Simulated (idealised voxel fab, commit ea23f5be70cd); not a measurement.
Name of the process module below: voxel fin reveal
Each square cell in cross-section cut measures 5 nm, and the section as a whole is 245 nm wide.
Each cross-section below is a grid of square cells, stated as bands in top-down order, with one or more rows of cells making up each band.
Each band's line starts with the height of the band's top and of its bottom, in nm. Then come its materials from left to right, each with its width in nm. One material with "full width" fills the band from edge to edge. "air" is empty space.
All heights in this document are referenced to 0, defined as the level beneath which the wafer, as received, consists entirely of one material. The lowest band is not bounded below; it extends indefinitely downward and is written in the form "0..down".
When a width is written as two numbers, as in "30..40", the first number is the width in the top row of cells of the band and the second is the width in its bottom row, and the width changes by the same amount from each row to the next.
When a step is marked "no modification", none of the cells in the cross-section changed during that step.
Look at "Enclosed voids" for the closed voids: empty spaces with no open path to the top, sized 8 cells or up. Each is width x height at distance, distance from the left edge, all nm.
Formally, on a step line, whatever follows the settings is a remark that the simulator itself makes on the step.
overlay nm: where the mask lay relative to plan, measured to the right, on steps with a mask; negatives go left.
Set out below are the planned steps of the process:
step 1: op RECEIVE | material Si
step 2: op CONFORMAL_DEP | material SiN | thk nm 5
step 3: op DIRECTIONAL_DEP | material aC | thk nm 10
step 4: op PATTERN | tone cover | mask id FINS | material resist | width nm 15 | pitch nm 40 | thk nm 25 | overlay nm 0
step 5: op DIRECTIONAL_ETCH | etch materials aC | depth nm 10
step 6: op STRIP | etch materials resist
step 7: op DIRECTIONAL_ETCH | etch materials SiN | depth nm 5
step 8: op DIRECTIONAL_ETCH | etch materials Si | depth nm 35
step 9: op STRIP | etch materials aC
step 10: op OXIDIZE | depth nm 5
step 11: op FILL_DEP | material SiO2 | thk nm 5
step 12: op CMP | height nm 5
step 13: op SELECTIVE_ETCH | etch materials SiO2 | depth nm 30
step 14: op STRIP | etch materials SiN
Wafer cross-section on receipt, i.e. after step 1:
  0..down: Si full width
  Enclosed voids: none
Final cross-section, module run with one mistake (start and plan as above):
  0..-25: air=80, Si=10, air=30, Si=10, air=30, Si=10, air=75
  -25..-40: SiO2=80, Si=10, SiO2=30, Si=10, SiO2=30, Si=10, SiO2=75
  -40..down: Si full width
  Enclosed voids: none
Short version of what went wrong: step 4 ran as: op PATTERN | tone cover | mask id FINS | material resist | width nm 20 | pitch nm 40 | thk nm 25 | overlay nm 0
